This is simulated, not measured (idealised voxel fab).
process module | voxel transistor to metal
cross-section cut | 185 nm wide | cells 5 nm
A cross-section is a grid of square cells, given in bands from the top down. A band is one or more rows of cells.
Each band's line starts with the height of the band's top and of its bottom, in nm. Then come its materials from left to right, each with its width in nm. One material with "throughout" fills the band from edge to edge. "air" is empty space.
Height 0 is the level under which the wafer as received is all one material. The lowest band goes on downwards, as in "0 down".
A width such as "30 to 40" changes by the same amount from each row of cells to the next, from the band's top row to its bottom row.
"no change" after a step means that no cell of the cross-section changed.
closed voids: empty space of 8 cells or more with no open way to the top, each as width x height at its distance from the left edge, in nm
after a step's settings: what the simulator itself notes on the step
overlay nm, on a step with a mask: how far to the right of its planned place the mask lay; to the left if negative
plan
1 op RECEIVE | material Si
2 op CONFORMAL_DEP | material SiO2 | thk nm 5
3 op CONFORMAL_DEP | material SiN | thk nm 10
4 op PATTERN | tone cover | mask id ACTIVE | material resist | width nm 115 | thk nm 15 | overlay nm 0
5 op DIRECTIONAL_ETCH | etch materials SiN | depth nm 10
6 op DIRECTIONAL_ETCH | etch materials SiO2 | depth nm 5
7 op DIRECTIONAL_ETCH | etch materials Si | depth nm 20
8 op STRIP | etch materials resist
9 op FILL_DEP | material SiO2 | thk nm 15
10 op CMP | height nm 15
11 op SELECTIVE_ETCH | etch materials SiO2 | depth nm 10
12 op STRIP | etch materials SiN
13 op SELECTIVE_ETCH | etch materials SiO2 | depth nm 5
14 op OXIDIZE | depth nm 5
15 op DIRECTIONAL_DEP | material polySi | thk nm 30
16 op DIRECTIONAL_DEP | material SiCN | thk nm 15
17 op MASKED_ETCH | tone cover | mask id GATE | width nm 25 | etch materials SiCN | depth nm 25 | overlay nm 0
18 op MASKED_ETCH | tone cover | mask id GATE | width nm 25 | etch materials polySi | depth nm 40 | overlay nm 0
19 op CONFORMAL_DEP | material SiO2 | thk nm 5
20 op DIRECTIONAL_ETCH | etch materials SiO2 | depth nm 5
21 op CONFORMAL_DEP | material SiN | thk nm 10
22 op DIRECTIONAL_ETCH | etch materials SiN | depth nm 10
23 op DIRECTIONAL_ETCH | etch materials SiO2 | depth nm 5
24 op DIRECTIONAL_ETCH | etch materials Si | depth nm 15
25 op EPI | material pSi | thk nm 15
26 op FILL_DEP | material SiO2 | thk nm 5
27 op CMP | height nm 30
28 op STRIP | etch materials polySi
29 op SELECTIVE_ETCH | etch materials SiO2 | depth nm 5
30 op CONFORMAL_DEP | material HfO2 | thk nm 5
31 op CONFORMAL_DEP | material TiN | thk nm 5
32 op FILL_DEP | material W | thk nm 5
33 op CMP | height nm 25
34 op DIRECTIONAL_DEP | material SiO2 | thk nm 10
35 op MASKED_ETCH | tone open | mask id CONTACT | width nm 15 | pitch nm 80 | etch materials SiO2 | depth nm 40 | overlay nm 0
36 op CONFORMAL_DEP | material TiN | thk nm 5
37 op FILL_DEP | material Ru | thk nm 10
38 op CMP | height nm 35
39 op CONFORMAL_DEP | material SiCN | thk nm 5
40 op DIRECTIONAL_DEP | material SiO2 | thk nm 15
41 op PATTERN | tone open | mask id METAL_1 | material resist | width nm 15 | pitch nm 80 | thk nm 20 | overlay nm 0
42 op DIRECTIONAL_ETCH | etch materials SiO2 | depth nm 15
43 op DIRECTIONAL_ETCH | etch materials SiCN | depth nm 5
44 op STRIP | etch materials resist
45 op CONFORMAL_DEP | material TiN | thk nm 5
46 op FILL_DEP | material Cu | thk nm 5
47 op CMP | height nm 55
48 op CONFORMAL_DEP | material SiN | thk nm 5
first wafer, as planned
as received, after step 1
  0 down: Si throughout
  closed voids: none
after step 2
  5 to 0: SiO2 throughout
  below 0: unchanged
after step 3
  15 to 5: SiN throughout
  below 5: unchanged
after step 4
  30 to 15: air 35 | resist 115 | air 35
  below 15: unchanged
after step 5
  30 to 15: air 35 | resist 115 | air 35
  15 to 5: air 35 | SiN 115 | air 35
  below 5: unchanged
after step 6
  30 to 15: air 35 | resist 115 | air 35
  15 to 5: air 35 | SiN 115 | air 35
  5 to 0: air 35 | SiO2 115 | air 35
  below 0: unchanged
after step 7
  30 to 15: air 35 | resist 115 | air 35
  15 to 5: air 35 | SiN 115 | air 35
  5 to 0: air 35 | SiO2 115 | air 35
  0 to -20: air 35 | Si 115 | air 35
  below -20: unchanged
after step 8
  15 to 5: air 35 | SiN 115 | air 35
  below 5: unchanged
after step 9
  30 to 15: SiO2 throughout
  15 to 5: SiO2 35 | SiN 115 | SiO2 35
  5 to 0: SiO2 throughout
  0 to -20: SiO2 35 | Si 115 | SiO2 35
  below -20: unchanged
after step 10
  15 to 5: SiO2 35 | SiN 115 | SiO2 35
  below 5: unchanged
after step 11
  15 to 5: air 35 | SiN 115 | air 35
  below 5: unchanged
after step 12
  5 to 0: SiO2 throughout
  below 0: unchanged
after step 13
  0 to -20: SiO2 35 | Si 115 | SiO2 35
  below -20: unchanged
after step 14
  0 to -5: SiO2 throughout
  below -5: unchanged
after step 15
  30 to 0: polySi throughout
  below 0: unchanged
after step 16
  45 to 30: SiCN throughout
  below 30: unchanged
after step 17
  45 to 30: air 80 | SiCN 25 | air 80
  below 30: unchanged
after step 18
  45 to 30: air 80 | SiCN 25 | air 80
  30 to 0: air 80 | polySi 25 | air 80
  below 0: unchanged
after step 19
  50 to 45: air 75 | SiO2 35 | air 75
  45 to 30: air 75 | SiO2 5 | SiCN 25 | SiO2 5 | air 75
  30 to 5: air 75 | SiO2 5 | polySi 25 | SiO2 5 | air 75
  5 to 0: SiO2 80 | polySi 25 | SiO2 80
  below 0: unchanged
after step 20
  45 to 30: air 75 | SiO2 5 | SiCN 25 | SiO2 5 | air 75
  30 to 0: air 75 | SiO2 5 | polySi 25 | SiO2 5 | air 75
  below 0: unchanged
after step 21
  55 to 45: air 65 | SiN 55 | air 65
  45 to 30: air 65 | SiN 10 | SiO2 5 | SiCN 25 | SiO2 5 | SiN 10 | air 65
  30 to 10: air 65 | SiN 10 | SiO2 5 | polySi 25 | SiO2 5 | SiN 10 | air 65
  10 to 0: SiN 75 | SiO2 5 | polySi 25 | SiO2 5 | SiN 75
  below 0: unchanged
after step 22
  45 to 30: air 65 | SiN 10 | SiO2 5 | SiCN 25 | SiO2 5 | SiN 10 | air 65
  30 to 0: air 65 | SiN 10 | SiO2 5 | polySi 25 | SiO2 5 | SiN 10 | air 65
  below 0: unchanged
after step 23
  45 to 40: air 65 | SiN 10 | air 5 | SiCN 25 | air 5 | SiN 10 | air 65
  40 to 30: air 65 | SiN 10 | SiO2 5 | SiCN 25 | SiO2 5 | SiN 10 | air 65
  30 to 0: air 65 | SiN 10 | SiO2 5 | polySi 25 | SiO2 5 | SiN 10 | air 65
  0 to -5: air 65 | SiO2 55 | air 65
  below -5: unchanged
after step 24
  45 to 40: air 65 | SiN 10 | air 5 | SiCN 25 | air 5 | SiN 10 | air 65
  40 to 30: air 65 | SiN 10 | SiO2 5 | SiCN 25 | SiO2 5 | SiN 10 | air 65
  30 to 0: air 65 | SiN 10 | SiO2 5 | polySi 25 | SiO2 5 | SiN 10 | air 65
  0 to -5: air 65 | SiO2 55 | air 65
  -5 to -20: SiO2 35 | air 30 | Si 55 | air 30 | SiO2 35
  below -20: unchanged
after step 25
  45 to 40: air 65 | SiN 10 | air 5 | SiCN 25 | air 5 | SiN 10 | air 65
  40 to 30: air 65 | SiN 10 | SiO2 5 | SiCN 25 | SiO2 5 | SiN 10 | air 65
  30 to 10: air 65 | SiN 10 | SiO2 5 | polySi 25 | SiO2 5 | SiN 10 | air 65
  10 to 0: air 50 | pSi 15 | SiN 10 | SiO2 5 | polySi 25 | SiO2 5 | SiN 10 | pSi 15 | air 50
  0 to -5: air 50 | pSi 15 | SiO2 55 | pSi 15 | air 50
  -5 to -20: SiO2 35 | pSi 30 | Si 55 | pSi 30 | SiO2 35
  below -20: unchanged
after step 26
  50 to 45: SiO2 throughout
  45 to 30: SiO2 65 | SiN 10 | SiO2 5 | SiCN 25 | SiO2 5 | SiN 10 | SiO2 65
  30 to 10: SiO2 65 | SiN 10 | SiO2 5 | polySi 25 | SiO2 5 | SiN 10 | SiO2 65
  10 to 0: SiO2 50 | pSi 15 | SiN 10 | SiO2 5 | polySi 25 | SiO2 5 | SiN 10 | pSi 15 | SiO2 50
  0 to -5: SiO2 50 | pSi 15 | SiO2 55 | pSi 15 | SiO2 50
  below -5: unchanged
after step 27
  30 to 10: SiO2 65 | SiN 10 | SiO2 5 | polySi 25 | SiO2 5 | SiN 10 | SiO2 65
  below 10: unchanged
after step 28
  30 to 10: SiO2 65 | SiN 10 | SiO2 5 | air 25 | SiO2 5 | SiN 10 | SiO2 65
  10 to 0: SiO2 50 | pSi 15 | SiN 10 | SiO2 5 | air 25 | SiO2 5 | SiN 10 | pSi 15 | SiO2 50
  below 0: unchanged
after step 29
  30 to 25: air 65 | SiN 10 | air 35 | SiN 10 | air 65
  25 to 10: SiO2 65 | SiN 10 | air 35 | SiN 10 | SiO2 65
  10 to 0: SiO2 50 | pSi 15 | SiN 10 | air 35 | SiN 10 | pSi 15 | SiO2 50
  0 to -5: SiO2 50 | pSi 15 | SiO2 10 | air 35 | SiO2 10 | pSi 15 | SiO2 50
  below -5: unchanged
after step 30
  35 to 30: air 60 | HfO2 20 | air 25 | HfO2 20 | air 60
  30 to 25: HfO2 65 | SiN 10 | HfO2 5 | air 25 | HfO2 5 | SiN 10 | HfO2 65
  25 to 10: SiO2 65 | SiN 10 | HfO2 5 | air 25 | HfO2 5 | SiN 10 | SiO2 65
  10 to 0: SiO2 50 | pSi 15 | SiN 10 | HfO2 5 | air 25 | HfO2 5 | SiN 10 | pSi 15 | SiO2 50
  0 to -5: SiO2 50 | pSi 15 | SiO2 10 | HfO2 35 | SiO2 10 | pSi 15 | SiO2 50
  below -5: unchanged
after step 31
  40 to 35: air 55 | TiN 30 | air 15 | TiN 30 | air 55
  35 to 30: TiN 60 | HfO2 20 | TiN 5 | air 15 | TiN 5 | HfO2 20 | TiN 60
  30 to 25: HfO2 65 | SiN 10 | HfO2 5 | TiN 5 | air 15 | TiN 5 | HfO2 5 | SiN 10 | HfO2 65
  25 to 10: SiO2 65 | SiN 10 | HfO2 5 | TiN 5 | air 15 | TiN 5 | HfO2 5 | SiN 10 | SiO2 65
  10 to 5: SiO2 50 | pSi 15 | SiN 10 | HfO2 5 | TiN 5 | air 15 | TiN 5 | HfO2 5 | SiN 10 | pSi 15 | SiO2 50
  5 to 0: SiO2 50 | pSi 15 | SiN 10 | HfO2 5 | TiN 25 | HfO2 5 | SiN 10 | pSi 15 | SiO2 50
  below 0: unchanged
after step 32
  45 to 40: W throughout
  40 to 35: W 55 | TiN 30 | W 15 | TiN 30 | W 55
  35 to 30: TiN 60 | HfO2 20 | TiN 5 | W 15 | TiN 5 | HfO2 20 | TiN 60
  30 to 25: HfO2 65 | SiN 10 | HfO2 5 | TiN 5 | W 15 | TiN 5 | HfO2 5 | SiN 10 | HfO2 65
  25 to 10: SiO2 65 | SiN 10 | HfO2 5 | TiN 5 | W 15 | TiN 5 | HfO2 5 | SiN 10 | SiO2 65
  10 to 5: SiO2 50 | pSi 15 | SiN 10 | HfO2 5 | TiN 5 | W 15 | TiN 5 | HfO2 5 | SiN 10 | pSi 15 | SiO2 50
  below 5: unchanged
after step 33
  25 to 10: SiO2 65 | SiN 10 | HfO2 5 | TiN 5 | W 15 | TiN 5 | HfO2 5 | SiN 10 | SiO2 65
  below 10: unchanged
after step 34
  35 to 25: SiO2 throughout
  below 25: unchanged
after step 35
  35 to 25: SiO2 45 | air 15 | SiO2 65 | air 15 | SiO2 45
  25 to 10: SiO2 45 | air 15 | SiO2 5 | SiN 10 | HfO2 5 | TiN 5 | W 15 | TiN 5 | HfO2 5 | SiN 10 | SiO2 5 | air 15 | SiO2 45
  10 to 5: SiO2 45 | air 5 | pSi 15 | SiN 10 | HfO2 5 | TiN 5 | W 15 | TiN 5 | HfO2 5 | SiN 10 | pSi 15 | air 5 | SiO2 45
  5 to 0: SiO2 45 | air 5 | pSi 15 | SiN 10 | HfO2 5 | TiN 25 | HfO2 5 | SiN 10 | pSi 15 | air 5 | SiO2 45
  0 to -5: SiO2 45 | air 5 | pSi 15 | SiO2 10 | HfO2 35 | SiO2 10 | pSi 15 | air 5 | SiO2 45
  below -5: unchanged
after step 36
  40 to 35: TiN 50 | air 5 | TiN 75 | air 5 | TiN 50
  35 to 25: SiO2 45 | TiN 5 | air 5 | TiN 5 | SiO2 65 | TiN 5 | air 5 | TiN 5 | SiO2 45
  25 to 15: SiO2 45 | TiN 5 | air 5 | TiN 5 | SiO2 5 | SiN 10 | HfO2 5 | TiN 5 | W 15 | TiN 5 | HfO2 5 | SiN 10 | SiO2 5 | TiN 5 | air 5 | TiN 5 | SiO2 45
  15 to 10: SiO2 45 | TiN 15 | SiO2 5 | SiN 10 | HfO2 5 | TiN 5 | W 15 | TiN 5 | HfO2 5 | SiN 10 | SiO2 5 | TiN 15 | SiO2 45
  10 to 5: SiO2 45 | TiN 5 | pSi 15 | SiN 10 | HfO2 5 | TiN 5 | W 15 | TiN 5 | HfO2 5 | SiN 10 | pSi 15 | TiN 5 | SiO2 45
  5 to 0: SiO2 45 | TiN 5 | pSi 15 | SiN 10 | HfO2 5 | TiN 25 | HfO2 5 | SiN 10 | pSi 15 | TiN 5 | SiO2 45
  0 to -5: SiO2 45 | TiN 5 | pSi 15 | SiO2 10 | HfO2 35 | SiO2 10 | pSi 15 | TiN 5 | SiO2 45
  below -5: unchanged
after step 37
  50 to 40: Ru throughout
  40 to 35: TiN 50 | Ru 5 | TiN 75 | Ru 5 | TiN 50
  35 to 25: SiO2 45 | TiN 5 | Ru 5 | TiN 5 | SiO2 65 | TiN 5 | Ru 5 | TiN 5 | SiO2 45
  25 to 15: SiO2 45 | TiN 5 | Ru 5 | TiN 5 | SiO2 5 | SiN 10 | HfO2 5 | TiN 5 | W 15 | TiN 5 | HfO2 5 | SiN 10 | SiO2 5 | TiN 5 | Ru 5 | TiN 5 | SiO2 45
  below 15: unchanged
after step 38
  35 to 25: SiO2 45 | TiN 5 | Ru 5 | TiN 5 | SiO2 65 | TiN 5 | Ru 5 | TiN 5 | SiO2 45
  below 25: unchanged
after step 39
  40 to 35: SiCN throughout
  below 35: unchanged
after step 40
  55 to 40: SiO2 throughout
  below 40: unchanged
after step 41
  75 to 55: resist 45 | air 15 | resist 65 | air 15 | resist 45
  below 55: unchanged
after step 42
  75 to 55: resist 45 | air 15 | resist 65 | air 15 | resist 45
  55 to 40: SiO2 45 | air 15 | SiO2 65 | air 15 | SiO2 45
  below 40: unchanged
after step 43
  75 to 55: resist 45 | air 15 | resist 65 | air 15 | resist 45
  55 to 40: SiO2 45 | air 15 | SiO2 65 | air 15 | SiO2 45
  40 to 35: SiCN 45 | air 15 | SiCN 65 | air 15 | SiCN 45
  below 35: unchanged
after step 44
  55 to 40: SiO2 45 | air 15 | SiO2 65 | air 15 | SiO2 45
  below 40: unchanged
after step 45
  60 to 55: TiN 50 | air 5 | TiN 75 | air 5 | TiN 50
  55 to 40: SiO2 45 | TiN 5 | air 5 | TiN 5 | SiO2 65 | TiN 5 | air 5 | TiN 5 | SiO2 45
  40 to 35: SiCN 45 | TiN 15 | SiCN 65 | TiN 15 | SiCN 45
  below 35: unchanged
after step 46
  65 to 60: Cu throughout
  60 to 55: TiN 50 | Cu 5 | TiN 75 | Cu 5 | TiN 50
  55 to 40: SiO2 45 | TiN 5 | Cu 5 | TiN 5 | SiO2 65 | TiN 5 | Cu 5 | TiN 5 | SiO2 45
  below 40: unchanged
after step 47
  55 to 40: SiO2 45 | TiN 5 | Cu 5 | TiN 5 | SiO2 65 | TiN 5 | Cu 5 | TiN 5 | SiO2 45
  below 40: unchanged
after step 48
  60 to 55: SiN throughout
  below 55: unchanged
second wafer: like start, like plan, one mistake. Through step 39 it matches the first wafer
when step 40 should have ended
  55 to 40: W throughout
  below 40: unchanged
when step 41 should have ended
  75 to 55: resist 45 | air 15 | resist 65 | air 15 | resist 45
  below 55: unchanged
when step 42 should have ended: no change
when step 43 should have ended: no change
when step 44 should have ended
  55 to 40: W throughout
  below 40: unchanged
when step 45 should have ended
  60 to 55: TiN throughout
  below 55: unchanged
when step 46 should have ended
  65 to 60: Cu throughout
  below 60: unchanged
when step 47 should have ended
  55 to 40: W throughout
  below 40: unchanged
when step 48 should have ended
  60 to 55: SiN throughout
  below 55: unchanged
what went wrong: step 40 ran as: op DIRECTIONAL_DEP | material W | thk nm 15
at the end the second wafer has, in cells: 6 fewer of Cu | 6 more of SiCN | 93 fewer of SiO2 | 18 fewer of TiN | 111 more of W
